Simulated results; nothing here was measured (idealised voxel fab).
This section sets out a process module, namely voxel tone inversion.
cross-section cut | 240 nm wide | cells 5 nm
A cross-section is written here as square cells arranged in a grid, and it is given in bands from the top down, each band taking up one or more rows of cells.
What a band's entry tells you: where the top is and where the bottom is, as heights in nm, and after that what lies inside, material by material from left to right, each with its width in nm. Empty space is written as the word "empty", and a single material marked with the word "full width" occupies the band from edge to edge.
Heads up on the height convention: 0 is the point under which the incoming wafer is all one material, and the lowest band has no bottom, it just keeps going down, like "top 0, no bottom".
It should be noted that a width expressed as "30->40" varies in equal increments from row to row of cells within the band, taking the value of the first number at the top row and that of the second number at the bottom row.
The designation "stayed the same", where it is given for a processing step, indicates that no cell of the cross-section was altered in the course of that step.
Listed in "closed voids": every empty space of 8 or more cells without an open way to the top. Form: width x height at distance, the distance being from the left edge, all in nm.
Heads up: the bit after the settings on a step's line is the simulator's remark on that step.
"overlay nm", when on a step's line for a step with a mask, measures how far to the right of its planned place the mask lay; a negative measure means to the left.
[The planned process steps are enumerated hereunder]
1) RECEIVE | material Si
2) CONFORMAL_DEP | material SiCN | thk nm 5
3) DIRECTIONAL_DEP | material polySi | thk nm 20
4) PATTERN | tone cover | mask id POSTS | material resist | width nm 25 | pitch nm 55 | thk nm 30 | overlay nm -15
5) DIRECTIONAL_ETCH | etch materials polySi | depth nm 20
6) STRIP | etch materials resist
7) FILL_DEP | material lowk | thk nm 10
8) CMP | height nm 25
9) STRIP | etch materials polySi
Where the wafers of this document differ is in the overlay nm of step 4; they start out the same, and the plan states the value that applied to the first wafer.
[Received wafers, first of several: cross-section after step 1]
- top 0, no bottom  Si full width
- closed voids: none
[Cross-section of the first of several wafers, taken after step 9, where the module ends]
- top 25, bottom 5  lowk 35 nm / empty 25 nm / lowk 30 nm / empty 25 nm / lowk 30 nm / empty 25 nm / lowk 70 nm
- top 5, bottom 0  SiCN full width
- top 0, no bottom  Si full width
- closed voids: none
[Last wafer of the set, cross-sectioned at end of module]
- top 25, bottom 5  lowk 65 nm / empty 25 nm / lowk 30 nm / empty 25 nm / lowk 30 nm / empty 25 nm / lowk 40 nm
- top 5, bottom 0  SiCN full width
- top 0, no bottom  Si full width
- closed voids: none
[Quick key for the table: a row per wafer, taken at the end of the module. For each material it tells you how many cells the wafer gained (+) or lost (-) since it came in, and the closed voids come after]
overlay nm -15 | +48 SiCN | +132 lowk | closed voids: none
overlay nm -10 | +48 SiCN | +132 lowk | closed voids: none
overlay nm -5 | +48 SiCN | +132 lowk | closed voids: none
overlay nm 0 | +48 SiCN | +132 lowk | closed voids: none
overlay nm 5 | +48 SiCN | +132 lowk | closed voids: none
overlay nm 10 | +48 SiCN | +132 lowk | closed voids: none
overlay nm 15 | +48 SiCN | +132 lowk | closed voids: none
